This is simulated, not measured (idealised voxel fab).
Process module name: voxel fin reveal
Square cell edge 5 nm, section width 175 nm, ID cut.
Heads up, the way a cross-section reads in here is a grid of square cells, handed over as bands from the top down, with every band being one or more rows of cells. The entry gives the band's vertical extent as a top height and a bottom height in nm, then its horizontal make-up as materials from left to right, each with a width in nm. "blank" stands for empty space; a single material marked "throughout" fills the band edge to edge. Height 0 is the level under which the wafer as received is all one material. The lowest band goes on downwards, as in "0 down". The expression "30..40" gives the width at the extremes of the band, the first number at its top row of cells and the second at its bottom row, with the width changing by equal amounts from each row to the next in between. Step note "everything unchanged" = no cross-section cell changed. Enclosed voids (no open way to top), threshold 8 cells or more, entry "Closed internal voids", notation width x height at distance, distance from left edge, nm. Formally, on a step line, whatever follows the settings is a remark that the simulator itself makes on the step. A step's line can hold "overlay nm"; with a mask on that step, the setting says how far right of the planned place the mask lay, while a negative setting says it lay to the left.

SET OUT BELOW ARE THE PLANNED STEPS OF THE PROCESS
1) RECEIVE, material Si
2) CONFORMAL_DEP, material SiN, thk nm 10
3) DIRECTIONAL_DEP, material aC, thk nm 10
4) PATTERN, tone cover, mask id FINS, material resist, width nm 15, pitch nm 45, thk nm 25, overlay nm 0
5) DIRECTIONAL_ETCH, etch materials aC, depth nm 10
6) STRIP, etch materials resist
7) DIRECTIONAL_ETCH, etch materials SiN, depth nm 10
8) DIRECTIONAL_ETCH, etch materials Si, depth nm 35
9) STRIP, etch materials aC
10) FILL_DEP, material SiO2, thk nm 15
11) CMP, height nm 10
12) SELECTIVE_ETCH, etch materials SiO2, depth nm 35
13) STRIP, etch materials SiN

THE CROSS-SECTION HERE SHOWS THE WAFER AS RECEIVED, I.E. IN ITS STATE AFTER STEP 1
  0 down = Si throughout
  Closed internal voids: none

END-OF-MODULE CROSS-SECTION. STARTING STRUCTURE AND PROCESS PLAN AS ABOVE; ONE MISTAKE MADE IN RUNNING IT
  10 to 0 = 35 nm aC | 15 nm blank | 30 nm aC | 15 nm blank | 30 nm aC | 15 nm blank | 35 nm aC
  0 to -35 = 35 nm aC | 15 nm Si | 30 nm aC | 15 nm Si | 30 nm aC | 15 nm Si | 35 nm aC
  -35 down = Si throughout
  Closed internal voids: none
Diagnosis: step 10 ran as: FILL_DEP, material aC, thk nm 15
